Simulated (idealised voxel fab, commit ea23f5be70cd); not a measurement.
process module | voxel transistor to metal
cross-section cut | 195 nm wide | cells 5 nm
A cross-section is a grid of square cells, given in bands from the top down. A band is one or more rows of cells.
Each band's line starts with the height of the band's top and of its bottom, in nm. Then come its materials from left to right, each with its width in nm. One material with "throughout" fills the band from edge to edge. "air" is empty space.
Height 0 is the level under which the wafer as received is all one material. The lowest band goes on downwards, as in "0 down".
A width such as "30 to 40" changes by the same amount from each row of cells to the next, from the band's top row to its bottom row.
"no change" after a step means that no cell of the cross-section changed.
closed voids: empty space of 8 cells or more with no open way to the top, each as width x height at its distance from the left edge, in nm
after a step's settings: what the simulator itself notes on the step
overlay nm, on a step with a mask: how far to the right of its planned place the mask lay; to the left if negative
plan
1 op RECEIVE | material Si
2 op OXIDIZE | depth nm 5
3 op CONFORMAL_DEP | material SiN | thk nm 10
4 op MASKED_ETCH | tone cover | mask id ACTIVE | width nm 115 | etch materials SiN | depth nm 10 | overlay nm 0
5 op MASKED_ETCH | tone cover | mask id ACTIVE | width nm 115 | etch materials SiO2 | depth nm 5 | overlay nm 0
6 op MASKED_ETCH | tone cover | mask id ACTIVE | width nm 115 | etch materials Si | depth nm 30 | overlay nm 0
7 op FILL_DEP | material SiO2 | thk nm 15
8 op CMP | height nm 10
9 op SELECTIVE_ETCH | etch materials SiO2 | depth nm 10
10 op STRIP | etch materials SiN
11 op SELECTIVE_ETCH | etch materials SiO2 | depth nm 5
12 op OXIDIZE | depth nm 5
13 op DIRECTIONAL_DEP | material polySi | thk nm 25
14 op DIRECTIONAL_DEP | material SiCN | thk nm 15
15 op PATTERN | tone cover | mask id GATE | material resist | width nm 35 | thk nm 15 | overlay nm 0
16 op DIRECTIONAL_ETCH | etch materials SiCN | depth nm 25
17 op DIRECTIONAL_ETCH | etch materials polySi | depth nm 35
18 op STRIP | etch materials resist
19 op CONFORMAL_DEP | material SiN | thk nm 10
20 op DIRECTIONAL_ETCH | etch materials SiN | depth nm 10
21 op DIRECTIONAL_ETCH | etch materials SiO2 | depth nm 5
22 op EPI | material SiGe | thk nm 5
23 op FILL_DEP | material SiO2 | thk nm 5
24 op CMP | height nm 20
25 op STRIP | etch materials polySi
26 op SELECTIVE_ETCH | etch materials SiO2 | depth nm 5
27 op CONFORMAL_DEP | material HfO2 | thk nm 5
28 op CONFORMAL_DEP | material TiN | thk nm 5
29 op FILL_DEP | material W | thk nm 10
30 op CMP | height nm 15
31 op DIRECTIONAL_DEP | material SiO2 | thk nm 10
32 op MASKED_ETCH | tone open | mask id CONTACT | width nm 15 | pitch nm 80 | etch materials SiO2 | depth nm 30 | overlay nm 0
33 op CONFORMAL_DEP | material TiN | thk nm 5
34 op FILL_DEP | material W | thk nm 10
35 op CMP | height nm 25
36 op CONFORMAL_DEP | material SiCN | thk nm 5
37 op DIRECTIONAL_DEP | material SiO2 | thk nm 15
38 op MASKED_ETCH | tone open | mask id METAL_1 | width nm 15 | pitch nm 80 | etch materials SiO2 | depth nm 15 | overlay nm 0
39 op MASKED_ETCH | tone open | mask id METAL_1 | width nm 15 | pitch nm 80 | etch materials SiCN | depth nm 5 | overlay nm 0
40 op CONFORMAL_DEP | material TiN | thk nm 5
41 op FILL_DEP | material W | thk nm 10
42 op CMP | height nm 45
43 op CONFORMAL_DEP | material SiCN | thk nm 5
44 op DIRECTIONAL_DEP | material SiO2 | thk nm 35
45 op MASKED_ETCH | tone open | mask id METAL_2 | width nm 15 | pitch nm 80 | etch materials SiO2 | depth nm 20 | overlay nm 0
46 op DIRECTIONAL_DEP | material aC | thk nm 15
47 op PATTERN | tone open | mask id METAL_2_HOLES | material resist | width nm 15 | pitch nm 80 | thk nm 30 | overlay nm 0
48 op DIRECTIONAL_ETCH | etch materials aC | depth nm 15
49 op STRIP | etch materials resist
50 op DIRECTIONAL_ETCH | etch materials SiO2 | depth nm 15
51 op DIRECTIONAL_ETCH | etch materials SiCN | depth nm 5
52 op STRIP | etch materials aC
53 op CONFORMAL_DEP | material TiN | thk nm 5
54 op FILL_DEP | material Ru | thk nm 10
55 op CMP | height nm 85
56 op CONFORMAL_DEP | material SiN | thk nm 5
first wafer, as planned
as received, after step 1
  0 down: Si throughout
  closed voids: none
after step 2
  0 to -5: SiO2 throughout
  below -5: unchanged
after step 3
  10 to 0: SiN throughout
  below 0: unchanged
after step 4
  10 to 0: air 40 | SiN 115 | air 40
  below 0: unchanged
after step 5
  10 to 0: air 40 | SiN 115 | air 40
  0 to -5: air 40 | SiO2 115 | air 40
  below -5: unchanged
after step 6
  10 to 0: air 40 | SiN 115 | air 40
  0 to -5: air 40 | SiO2 115 | air 40
  -5 to -35: air 40 | Si 115 | air 40
  below -35: unchanged
after step 7
  25 to 10: SiO2 throughout
  10 to 0: SiO2 40 | SiN 115 | SiO2 40
  0 to -5: SiO2 throughout
  -5 to -35: SiO2 40 | Si 115 | SiO2 40
  below -35: unchanged
after step 8
  10 to 0: SiO2 40 | SiN 115 | SiO2 40
  below 0: unchanged
after step 9
  10 to 0: air 40 | SiN 115 | air 40
  below 0: unchanged
after step 10
  0 to -5: SiO2 throughout
  below -5: unchanged
after step 11
  -5 to -35: SiO2 40 | Si 115 | SiO2 40
  below -35: unchanged
after step 12
  -5 to -10: SiO2 throughout
  below -10: unchanged
after step 13
  20 to -5: polySi throughout
  below -5: unchanged
after step 14
  35 to 20: SiCN throughout
  below 20: unchanged
after step 15
  50 to 35: air 80 | resist 35 | air 80
  below 35: unchanged
after step 16
  50 to 35: air 80 | resist 35 | air 80
  35 to 20: air 80 | SiCN 35 | air 80
  below 20: unchanged
after step 17
  50 to 35: air 80 | resist 35 | air 80
  35 to 20: air 80 | SiCN 35 | air 80
  20 to -5: air 80 | polySi 35 | air 80
  below -5: unchanged
after step 18
  35 to 20: air 80 | SiCN 35 | air 80
  below 20: unchanged
after step 19
  45 to 35: air 70 | SiN 55 | air 70
  35 to 20: air 70 | SiN 10 | SiCN 35 | SiN 10 | air 70
  20 to 5: air 70 | SiN 10 | polySi 35 | SiN 10 | air 70
  5 to -5: SiN 80 | polySi 35 | SiN 80
  below -5: unchanged
after step 20
  35 to 20: air 70 | SiN 10 | SiCN 35 | SiN 10 | air 70
  20 to -5: air 70 | SiN 10 | polySi 35 | SiN 10 | air 70
  below -5: unchanged
after step 21
  35 to 20: air 70 | SiN 10 | SiCN 35 | SiN 10 | air 70
  20 to -5: air 70 | SiN 10 | polySi 35 | SiN 10 | air 70
  -5 to -10: air 70 | SiO2 55 | air 70
  below -10: unchanged
after step 22
  35 to 20: air 70 | SiN 10 | SiCN 35 | SiN 10 | air 70
  20 to -5: air 70 | SiN 10 | polySi 35 | SiN 10 | air 70
  -5 to -10: air 35 | SiGe 35 | SiO2 55 | SiGe 35 | air 35
  below -10: unchanged
after step 23
  40 to 35: SiO2 throughout
  35 to 20: SiO2 70 | SiN 10 | SiCN 35 | SiN 10 | SiO2 70
  20 to -5: SiO2 70 | SiN 10 | polySi 35 | SiN 10 | SiO2 70
  -5 to -10: SiO2 35 | SiGe 35 | SiO2 55 | SiGe 35 | SiO2 35
  below -10: unchanged
after step 24
  20 to -5: SiO2 70 | SiN 10 | polySi 35 | SiN 10 | SiO2 70
  below -5: unchanged
after step 25
  20 to -5: SiO2 70 | SiN 10 | air 35 | SiN 10 | SiO2 70
  below -5: unchanged
after step 26
  20 to 15: air 70 | SiN 10 | air 35 | SiN 10 | air 70
  15 to -5: SiO2 70 | SiN 10 | air 35 | SiN 10 | SiO2 70
  -5 to -10: SiO2 35 | SiGe 35 | SiO2 5 | air 45 | SiO2 5 | SiGe 35 | SiO2 35
  below -10: unchanged
after step 27
  25 to 20: air 65 | HfO2 20 | air 25 | HfO2 20 | air 65
  20 to 15: HfO2 70 | SiN 10 | HfO2 5 | air 25 | HfO2 5 | SiN 10 | HfO2 70
  15 to -5: SiO2 70 | SiN 10 | HfO2 5 | air 25 | HfO2 5 | SiN 10 | SiO2 70
  -5 to -10: SiO2 35 | SiGe 35 | SiO2 5 | HfO2 45 | SiO2 5 | SiGe 35 | SiO2 35
  below -10: unchanged
after step 28
  30 to 25: air 60 | TiN 30 | air 15 | TiN 30 | air 60
  25 to 20: TiN 65 | HfO2 20 | TiN 5 | air 15 | TiN 5 | HfO2 20 | TiN 65
  20 to 15: HfO2 70 | SiN 10 | HfO2 5 | TiN 5 | air 15 | TiN 5 | HfO2 5 | SiN 10 | HfO2 70
  15 to 0: SiO2 70 | SiN 10 | HfO2 5 | TiN 5 | air 15 | TiN 5 | HfO2 5 | SiN 10 | SiO2 70
  0 to -5: SiO2 70 | SiN 10 | HfO2 5 | TiN 25 | HfO2 5 | SiN 10 | SiO2 70
  below -5: unchanged
after step 29
  40 to 30: W throughout
  30 to 25: W 60 | TiN 30 | W 15 | TiN 30 | W 60
  25 to 20: TiN 65 | HfO2 20 | TiN 5 | W 15 | TiN 5 | HfO2 20 | TiN 65
  20 to 15: HfO2 70 | SiN 10 | HfO2 5 | TiN 5 | W 15 | TiN 5 | HfO2 5 | SiN 10 | HfO2 70
  15 to 0: SiO2 70 | SiN 10 | HfO2 5 | TiN 5 | W 15 | TiN 5 | HfO2 5 | SiN 10 | SiO2 70
  below 0: unchanged
after step 30
  15 to 0: SiO2 70 | SiN 10 | HfO2 5 | TiN 5 | W 15 | TiN 5 | HfO2 5 | SiN 10 | SiO2 70
  below 0: unchanged
after step 31
  25 to 15: SiO2 throughout
  below 15: unchanged
after step 32
  25 to 15: SiO2 50 | air 15 | SiO2 65 | air 15 | SiO2 50
  15 to 0: SiO2 50 | air 15 | SiO2 5 | SiN 10 | HfO2 5 | TiN 5 | W 15 | TiN 5 | HfO2 5 | SiN 10 | SiO2 5 | air 15 | SiO2 50
  0 to -5: SiO2 50 | air 15 | SiO2 5 | SiN 10 | HfO2 5 | TiN 25 | HfO2 5 | SiN 10 | SiO2 5 | air 15 | SiO2 50
  below -5: unchanged
after step 33
  30 to 25: TiN 55 | air 5 | TiN 75 | air 5 | TiN 55
  25 to 15: SiO2 50 | TiN 5 | air 5 | TiN 5 | SiO2 65 | TiN 5 | air 5 | TiN 5 | SiO2 50
  15 to 0: SiO2 50 | TiN 5 | air 5 | TiN 5 | SiO2 5 | SiN 10 | HfO2 5 | TiN 5 | W 15 | TiN 5 | HfO2 5 | SiN 10 | SiO2 5 | TiN 5 | air 5 | TiN 5 | SiO2 50
  0 to -5: SiO2 50 | TiN 15 | SiO2 5 | SiN 10 | HfO2 5 | TiN 25 | HfO2 5 | SiN 10 | SiO2 5 | TiN 15 | SiO2 50
  below -5: unchanged
after step 34
  40 to 30: W throughout
  30 to 25: TiN 55 | W 5 | TiN 75 | W 5 | TiN 55
  25 to 15: SiO2 50 | TiN 5 | W 5 | TiN 5 | SiO2 65 | TiN 5 | W 5 | TiN 5 | SiO2 50
  15 to 0: SiO2 50 | TiN 5 | W 5 | TiN 5 | SiO2 5 | SiN 10 | HfO2 5 | TiN 5 | W 15 | TiN 5 | HfO2 5 | SiN 10 | SiO2 5 | TiN 5 | W 5 | TiN 5 | SiO2 50
  below 0: unchanged
after step 35
  25 to 15: SiO2 50 | TiN 5 | W 5 | TiN 5 | SiO2 65 | TiN 5 | W 5 | TiN 5 | SiO2 50
  below 15: unchanged
after step 36
  30 to 25: SiCN throughout
  below 25: unchanged
after step 37
  45 to 30: SiO2 throughout
  below 30: unchanged
after step 38
  45 to 30: SiO2 50 | air 15 | SiO2 65 | air 15 | SiO2 50
  below 30: unchanged
after step 39
  45 to 30: SiO2 50 | air 15 | SiO2 65 | air 15 | SiO2 50
  30 to 25: SiCN 50 | air 15 | SiCN 65 | air 15 | SiCN 50
  below 25: unchanged
after step 40
  50 to 45: TiN 55 | air 5 | TiN 75 | air 5 | TiN 55
  45 to 30: SiO2 50 | TiN 5 | air 5 | TiN 5 | SiO2 65 | TiN 5 | air 5 | TiN 5 | SiO2 50
  30 to 25: SiCN 50 | TiN 15 | SiCN 65 | TiN 15 | SiCN 50
  below 25: unchanged
after step 41
  60 to 50: W throughout
  50 to 45: TiN 55 | W 5 | TiN 75 | W 5 | TiN 55
  45 to 30: SiO2 50 | TiN 5 | W 5 | TiN 5 | SiO2 65 | TiN 5 | W 5 | TiN 5 | SiO2 50
  below 30: unchanged
after step 42
  45 to 30: SiO2 50 | TiN 5 | W 5 | TiN 5 | SiO2 65 | TiN 5 | W 5 | TiN 5 | SiO2 50
  below 30: unchanged
after step 43
  50 to 45: SiCN throughout
  below 45: unchanged
after step 44
  85 to 50: SiO2 throughout
  below 50: unchanged
after step 45
  85 to 65: SiO2 50 | air 15 | SiO2 65 | air 15 | SiO2 50
  below 65: unchanged
after step 46
  100 to 85: aC 50 | air 15 | aC 65 | air 15 | aC 50
  85 to 80: SiO2 50 | air 15 | SiO2 65 | air 15 | SiO2 50
  80 to 65: SiO2 50 | aC 15 | SiO2 65 | aC 15 | SiO2 50
  below 65: unchanged
after step 47
  130 to 100: resist 50 | air 15 | resist 65 | air 15 | resist 50
  below 100: unchanged
after step 48
  115 to 100: resist 50 | air 15 | resist 65 | air 15 | resist 50
  100 to 85: aC 50 | air 15 | aC 65 | air 15 | aC 50
  85 to 65: SiO2 50 | air 15 | SiO2 65 | air 15 | SiO2 50
  below 65: unchanged
after step 49
  100 to 85: aC 50 | air 15 | aC 65 | air 15 | aC 50
  below 85: unchanged
after step 50
  100 to 85: aC 50 | air 15 | aC 65 | air 15 | aC 50
  85 to 50: SiO2 50 | air 15 | SiO2 65 | air 15 | SiO2 50
  below 50: unchanged
after step 51
  100 to 85: aC 50 | air 15 | aC 65 | air 15 | aC 50
  85 to 50: SiO2 50 | air 15 | SiO2 65 | air 15 | SiO2 50
  50 to 45: SiCN 50 | air 15 | SiCN 65 | air 15 | SiCN 50
  below 45: unchanged
after step 52
  85 to 50: SiO2 50 | air 15 | SiO2 65 | air 15 | SiO2 50
  below 50: unchanged
after step 53
  90 to 85: TiN 55 | air 5 | TiN 75 | air 5 | TiN 55
  85 to 50: SiO2 50 | TiN 5 | air 5 | TiN 5 | SiO2 65 | TiN 5 | air 5 | TiN 5 | SiO2 50
  50 to 45: SiCN 50 | TiN 15 | SiCN 65 | TiN 15 | SiCN 50
  below 45: unchanged
after step 54
  100 to 90: Ru throughout
  90 to 85: TiN 55 | Ru 5 | TiN 75 | Ru 5 | TiN 55
  85 to 50: SiO2 50 | TiN 5 | Ru 5 | TiN 5 | SiO2 65 | TiN 5 | Ru 5 | TiN 5 | SiO2 50
  below 50: unchanged
after step 55
  85 to 50: SiO2 50 | TiN 5 | Ru 5 | TiN 5 | SiO2 65 | TiN 5 | Ru 5 | TiN 5 | SiO2 50
  below 50: unchanged
after step 56
  90 to 85: SiN throughout
  below 85: unchanged
second wafer: like start, like plan, one mistake. Through step 5 it matches the first wafer
when step 6 should have ended
  10 to 0: air 40 | SiN 115 | air 40
  0 to -5: air 40 | SiO2 115 | air 40
  -5 to -65: air 40 | Si 115 | air 40
  below -65: unchanged
when step 7 should have ended
  25 to 10: SiO2 throughout
  10 to 0: SiO2 40 | SiN 115 | SiO2 40
  0 to -5: SiO2 throughout
  -5 to -65: SiO2 40 | Si 115 | SiO2 40
  below -65: unchanged
when step 8 should have ended
  10 to 0: SiO2 40 | SiN 115 | SiO2 40
  below 0: unchanged
when step 9 should have ended
  10 to 0: air 40 | SiN 115 | air 40
  below 0: unchanged
when step 10 should have ended
  0 to -5: SiO2 throughout
  below -5: unchanged
when step 11 should have ended
  -5 to -65: SiO2 40 | Si 115 | SiO2 40
  below -65: unchanged
when step 12 should have ended
  -5 to -10: SiO2 throughout
  below -10: unchanged
when step 13 should have ended
  20 to -5: polySi throughout
  below -5: unchanged
when step 14 should have ended
  35 to 20: SiCN throughout
  below 20: unchanged
when step 15 should have ended
  50 to 35: air 80 | resist 35 | air 80
  below 35: unchanged
when step 16 should have ended
  50 to 35: air 80 | resist 35 | air 80
  35 to 20: air 80 | SiCN 35 | air 80
  below 20: unchanged
when step 17 should have ended
  50 to 35: air 80 | resist 35 | air 80
  35 to 20: air 80 | SiCN 35 | air 80
  20 to -5: air 80 | polySi 35 | air 80
  below -5: unchanged
when step 18 should have ended
  35 to 20: air 80 | SiCN 35 | air 80
  below 20: unchanged
when step 19 should have ended
  45 to 35: air 70 | SiN 55 | air 70
  35 to 20: air 70 | SiN 10 | SiCN 35 | SiN 10 | air 70
  20 to 5: air 70 | SiN 10 | polySi 35 | SiN 10 | air 70
  5 to -5: SiN 80 | polySi 35 | SiN 80
  below -5: unchanged
when step 20 should have ended
  35 to 20: air 70 | SiN 10 | SiCN 35 | SiN 10 | air 70
  20 to -5: air 70 | SiN 10 | polySi 35 | SiN 10 | air 70
  below -5: unchanged
when step 21 should have ended
  35 to 20: air 70 | SiN 10 | SiCN 35 | SiN 10 | air 70
  20 to -5: air 70 | SiN 10 | polySi 35 | SiN 10 | air 70
  -5 to -10: air 70 | SiO2 55 | air 70
  below -10: unchanged
when step 22 should have ended
  35 to 20: air 70 | SiN 10 | SiCN 35 | SiN 10 | air 70
  20 to -5: air 70 | SiN 10 | polySi 35 | SiN 10 | air 70
  -5 to -10: air 35 | SiGe 35 | SiO2 55 | SiGe 35 | air 35
  below -10: unchanged
when step 23 should have ended
  40 to 35: SiO2 throughout
  35 to 20: SiO2 70 | SiN 10 | SiCN 35 | SiN 10 | SiO2 70
  20 to -5: SiO2 70 | SiN 10 | polySi 35 | SiN 10 | SiO2 70
  -5 to -10: SiO2 35 | SiGe 35 | SiO2 55 | SiGe 35 | SiO2 35
  below -10: unchanged
when step 24 should have ended
  20 to -5: SiO2 70 | SiN 10 | polySi 35 | SiN 10 | SiO2 70
  below -5: unchanged
when step 25 should have ended
  20 to -5: SiO2 70 | SiN 10 | air 35 | SiN 10 | SiO2 70
  below -5: unchanged
when step 26 should have ended
  20 to 15: air 70 | SiN 10 | air 35 | SiN 10 | air 70
  15 to -5: SiO2 70 | SiN 10 | air 35 | SiN 10 | SiO2 70
  -5 to -10: SiO2 35 | SiGe 35 | SiO2 5 | air 45 | SiO2 5 | SiGe 35 | SiO2 35
  below -10: unchanged
when step 27 should have ended
  25 to 20: air 65 | HfO2 20 | air 25 | HfO2 20 | air 65
  20 to 15: HfO2 70 | SiN 10 | HfO2 5 | air 25 | HfO2 5 | SiN 10 | HfO2 70
  15 to -5: SiO2 70 | SiN 10 | HfO2 5 | air 25 | HfO2 5 | SiN 10 | SiO2 70
  -5 to -10: SiO2 35 | SiGe 35 | SiO2 5 | HfO2 45 | SiO2 5 | SiGe 35 | SiO2 35
  below -10: unchanged
when step 28 should have ended
  30 to 25: air 60 | TiN 30 | air 15 | TiN 30 | air 60
  25 to 20: TiN 65 | HfO2 20 | TiN 5 | air 15 | TiN 5 | HfO2 20 | TiN 65
  20 to 15: HfO2 70 | SiN 10 | HfO2 5 | TiN 5 | air 15 | TiN 5 | HfO2 5 | SiN 10 | HfO2 70
  15 to 0: SiO2 70 | SiN 10 | HfO2 5 | TiN 5 | air 15 | TiN 5 | HfO2 5 | SiN 10 | SiO2 70
  0 to -5: SiO2 70 | SiN 10 | HfO2 5 | TiN 25 | HfO2 5 | SiN 10 | SiO2 70
  below -5: unchanged
when step 29 should have ended
  40 to 30: W throughout
  30 to 25: W 60 | TiN 30 | W 15 | TiN 30 | W 60
  25 to 20: TiN 65 | HfO2 20 | TiN 5 | W 15 | TiN 5 | HfO2 20 | TiN 65
  20 to 15: HfO2 70 | SiN 10 | HfO2 5 | TiN 5 | W 15 | TiN 5 | HfO2 5 | SiN 10 | HfO2 70
  15 to 0: SiO2 70 | SiN 10 | HfO2 5 | TiN 5 | W 15 | TiN 5 | HfO2 5 | SiN 10 | SiO2 70
  below 0: unchanged
when step 30 should have ended
  15 to 0: SiO2 70 | SiN 10 | HfO2 5 | TiN 5 | W 15 | TiN 5 | HfO2 5 | SiN 10 | SiO2 70
  below 0: unchanged
when step 31 should have ended
  25 to 15: SiO2 throughout
  below 15: unchanged
when step 32 should have ended
  25 to 15: SiO2 50 | air 15 | SiO2 65 | air 15 | SiO2 50
  15 to 0: SiO2 50 | air 15 | SiO2 5 | SiN 10 | HfO2 5 | TiN 5 | W 15 | TiN 5 | HfO2 5 | SiN 10 | SiO2 5 | air 15 | SiO2 50
  0 to -5: SiO2 50 | air 15 | SiO2 5 | SiN 10 | HfO2 5 | TiN 25 | HfO2 5 | SiN 10 | SiO2 5 | air 15 | SiO2 50
  below -5: unchanged
when step 33 should have ended
  30 to 25: TiN 55 | air 5 | TiN 75 | air 5 | TiN 55
  25 to 15: SiO2 50 | TiN 5 | air 5 | TiN 5 | SiO2 65 | TiN 5 | air 5 | TiN 5 | SiO2 50
  15 to 0: SiO2 50 | TiN 5 | air 5 | TiN 5 | SiO2 5 | SiN 10 | HfO2 5 | TiN 5 | W 15 | TiN 5 | HfO2 5 | SiN 10 | SiO2 5 | TiN 5 | air 5 | TiN 5 | SiO2 50
  0 to -5: SiO2 50 | TiN 15 | SiO2 5 | SiN 10 | HfO2 5 | TiN 25 | HfO2 5 | SiN 10 | SiO2 5 | TiN 15 | SiO2 50
  below -5: unchanged
when step 34 should have ended
  40 to 30: W throughout
  30 to 25: TiN 55 | W 5 | TiN 75 | W 5 | TiN 55
  25 to 15: SiO2 50 | TiN 5 | W 5 | TiN 5 | SiO2 65 | TiN 5 | W 5 | TiN 5 | SiO2 50
  15 to 0: SiO2 50 | TiN 5 | W 5 | TiN 5 | SiO2 5 | SiN 10 | HfO2 5 | TiN 5 | W 15 | TiN 5 | HfO2 5 | SiN 10 | SiO2 5 | TiN 5 | W 5 | TiN 5 | SiO2 50
  below 0: unchanged
when step 35 should have ended
  25 to 15: SiO2 50 | TiN 5 | W 5 | TiN 5 | SiO2 65 | TiN 5 | W 5 | TiN 5 | SiO2 50
  below 15: unchanged
when step 36 should have ended
  30 to 25: SiCN throughout
  below 25: unchanged
when step 37 should have ended
  45 to 30: SiO2 throughout
  below 30: unchanged
when step 38 should have ended
  45 to 30: SiO2 50 | air 15 | SiO2 65 | air 15 | SiO2 50
  below 30: unchanged
when step 39 should have ended
  45 to 30: SiO2 50 | air 15 | SiO2 65 | air 15 | SiO2 50
  30 to 25: SiCN 50 | air 15 | SiCN 65 | air 15 | SiCN 50
  below 25: unchanged
when step 40 should have ended
  50 to 45: TiN 55 | air 5 | TiN 75 | air 5 | TiN 55
  45 to 30: SiO2 50 | TiN 5 | air 5 | TiN 5 | SiO2 65 | TiN 5 | air 5 | TiN 5 | SiO2 50
  30 to 25: SiCN 50 | TiN 15 | SiCN 65 | TiN 15 | SiCN 50
  below 25: unchanged
when step 41 should have ended
  60 to 50: W throughout
  50 to 45: TiN 55 | W 5 | TiN 75 | W 5 | TiN 55
  45 to 30: SiO2 50 | TiN 5 | W 5 | TiN 5 | SiO2 65 | TiN 5 | W 5 | TiN 5 | SiO2 50
  below 30: unchanged
when step 42 should have ended
  45 to 30: SiO2 50 | TiN 5 | W 5 | TiN 5 | SiO2 65 | TiN 5 | W 5 | TiN 5 | SiO2 50
  below 30: unchanged
when step 43 should have ended
  50 to 45: SiCN throughout
  below 45: unchanged
when step 44 should have ended
  85 to 50: SiO2 throughout
  below 50: unchanged
when step 45 should have ended
  85 to 65: SiO2 50 | air 15 | SiO2 65 | air 15 | SiO2 50
  below 65: unchanged
when step 46 should have ended
  100 to 85: aC 50 | air 15 | aC 65 | air 15 | aC 50
  85 to 80: SiO2 50 | air 15 | SiO2 65 | air 15 | SiO2 50
  80 to 65: SiO2 50 | aC 15 | SiO2 65 | aC 15 | SiO2 50
  below 65: unchanged
when step 47 should have ended
  130 to 100: resist 50 | air 15 | resist 65 | air 15 | resist 50
  below 100: unchanged
when step 48 should have ended
  115 to 100: resist 50 | air 15 | resist 65 | air 15 | resist 50
  100 to 85: aC 50 | air 15 | aC 65 | air 15 | aC 50
  85 to 65: SiO2 50 | air 15 | SiO2 65 | air 15 | SiO2 50
  below 65: unchanged
when step 49 should have ended
  100 to 85: aC 50 | air 15 | aC 65 | air 15 | aC 50
  below 85: unchanged
when step 50 should have ended
  100 to 85: aC 50 | air 15 | aC 65 | air 15 | aC 50
  85 to 50: SiO2 50 | air 15 | SiO2 65 | air 15 | SiO2 50
  below 50: unchanged
when step 51 should have ended
  100 to 85: aC 50 | air 15 | aC 65 | air 15 | aC 50
  85 to 50: SiO2 50 | air 15 | SiO2 65 | air 15 | SiO2 50
  50 to 45: SiCN 50 | air 15 | SiCN 65 | air 15 | SiCN 50
  below 45: unchanged
when step 52 should have ended
  85 to 50: SiO2 50 | air 15 | SiO2 65 | air 15 | SiO2 50
  below 50: unchanged
when step 53 should have ended
  90 to 85: TiN 55 | air 5 | TiN 75 | air 5 | TiN 55
  85 to 50: SiO2 50 | TiN 5 | air 5 | TiN 5 | SiO2 65 | TiN 5 | air 5 | TiN 5 | SiO2 50
  50 to 45: SiCN 50 | TiN 15 | SiCN 65 | TiN 15 | SiCN 50
  below 45: unchanged
when step 54 should have ended
  100 to 90: Ru throughout
  90 to 85: TiN 55 | Ru 5 | TiN 75 | Ru 5 | TiN 55
  85 to 50: SiO2 50 | TiN 5 | Ru 5 | TiN 5 | SiO2 65 | TiN 5 | Ru 5 | TiN 5 | SiO2 50
  below 50: unchanged
when step 55 should have ended
  85 to 50: SiO2 50 | TiN 5 | Ru 5 | TiN 5 | SiO2 65 | TiN 5 | Ru 5 | TiN 5 | SiO2 50
  below 50: unchanged
when step 56 should have ended
  90 to 85: SiN throughout
  below 85: unchanged
what went wrong: step 6 was run twice
at the end the second wafer has, in cells: 96 fewer of Si | 96 more of SiO2
